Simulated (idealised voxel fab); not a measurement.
process module | voxel wiring stack
cross-section cut | 260 nm wide | cells 5 nm
A cross-section is a grid of square cells, given in bands from the top down. A band is one or more rows of cells.
Each band's line starts with the height of the band's top and of its bottom, in nm. Then come its materials from left to right, each with its width in nm. One material with "throughout" fills the band from edge to edge. "air" is empty space.
Height 0 is the level under which the wafer as received is all one material. The lowest band goes on downwards, as in "0 down".
A width such as "30 to 40" changes by the same amount from each row of cells to the next, from the band's top row to its bottom row.
"no change" after a step means that no cell of the cross-section changed.
closed voids: empty space of 8 cells or more with no open way to the top, each as width x height at its distance from the left edge, in nm
after a step's settings: what the simulator itself notes on the step
overlay nm, on a step with a mask: how far to the right of its planned place the mask lay; to the left if negative
plan
1 op RECEIVE | material Si
2 op CONFORMAL_DEP | material SiO2 | thk nm 15
3 op DIRECTIONAL_DEP | material TiN | thk nm 5
4 op DIRECTIONAL_DEP | material Ru | thk nm 25
5 op PATTERN | tone cover | mask id METAL_1 | material resist | width nm 30 | pitch nm 45 | thk nm 15 | overlay nm 0
6 op DIRECTIONAL_ETCH | etch materials Ru | depth nm 25
7 op DIRECTIONAL_ETCH | etch materials TiN | depth nm 5
8 op STRIP | etch materials resist
9 op CONFORMAL_DEP | material SiCN | thk nm 5
10 op FILL_DEP | material SiO2 | thk nm 5
11 op CMP | height nm 45
12 op CONFORMAL_DEP | material SiCN | thk nm 5
13 op DIRECTIONAL_DEP | material lowk | thk nm 20
14 op MASKED_ETCH | tone open | mask id PLUG_1 | width nm 15 | pitch nm 90 | etch materials lowk | depth nm 20 | overlay nm 0
15 op MASKED_ETCH | tone open | mask id PLUG_1 | width nm 15 | pitch nm 90 | etch materials SiCN | depth nm 5 | overlay nm 0
16 op EPI | material Ru | thk nm 10
17 op EPI | material Ru | thk nm 10
18 op EPI | material Ru | thk nm 5
19 op CONFORMAL_DEP | material SiN | thk nm 5
20 op DIRECTIONAL_DEP | material SiO2 | thk nm 25
21 op DIRECTIONAL_DEP | material aC | thk nm 15
22 op PATTERN | tone open | mask id METAL_2 | material resist | width nm 30 | pitch nm 45 | thk nm 35 | overlay nm 0
23 op DIRECTIONAL_ETCH | etch materials aC | depth nm 15
24 op STRIP | etch materials resist
25 op DIRECTIONAL_ETCH | etch materials SiO2 | depth nm 25
26 op DIRECTIONAL_ETCH | etch materials SiN | depth nm 5
27 op STRIP | etch materials aC
28 op CONFORMAL_DEP | material TiN | thk nm 5
29 op FILL_DEP | material Ru | thk nm 10
30 op CMP | height nm 90
31 op EPI | material Ru | thk nm 5
32 op FILL_DEP | material SiCN | thk nm 5
33 op DIRECTIONAL_DEP | material lowk | thk nm 25
34 op PATTERN | tone open | mask id METAL_3 | material resist | width nm 30 | pitch nm 45 | thk nm 20 | overlay nm 0
35 op DIRECTIONAL_ETCH | etch materials lowk | depth nm 15
36 op STRIP | etch materials resist
37 op DIRECTIONAL_DEP | material aC | thk nm 15
38 op PATTERN | tone open | mask id METAL_3_HOLES | material resist | width nm 15 | pitch nm 45 | thk nm 30 | overlay nm 0
39 op DIRECTIONAL_ETCH | etch materials aC | depth nm 15
40 op STRIP | etch materials resist
41 op DIRECTIONAL_ETCH | etch materials lowk | depth nm 10
42 op DIRECTIONAL_ETCH | etch materials SiCN | depth nm 5
43 op STRIP | etch materials aC
44 op CONFORMAL_DEP | material TiN | thk nm 5
45 op FILL_DEP | material Cu | thk nm 5
46 op CMP | height nm 135
47 op CONFORMAL_DEP | material SiN | thk nm 5
varied across the wafers: height nm of step 30. The plan shows the first wafer's value. All wafers start alike
first wafer as received, after step 1
  0 down: Si throughout
  closed voids: none
each wafer at the end: cells of each material gained (+) or lost (-) since it was received, then its closed voids
height nm 90 | +97 Cu | +180 Ru | +181 SiCN | +86 SiN | +398 SiO2 | +142 TiN | +372 lowk | closed voids: none
height nm 95 | +45 Cu | +192 Ru | +181 SiCN | +86 SiN | +432 SiO2 | +148 TiN | +372 lowk | closed voids: none
height nm 100 | +33 Cu | +204 Ru | +181 SiCN | +86 SiN | +466 SiO2 | +114 TiN | +372 lowk | closed voids: none
height nm 105 | +21 Cu | +244 Ru | +153 SiCN | +86 SiN | +466 SiO2 | +148 TiN | +338 lowk | closed voids: none
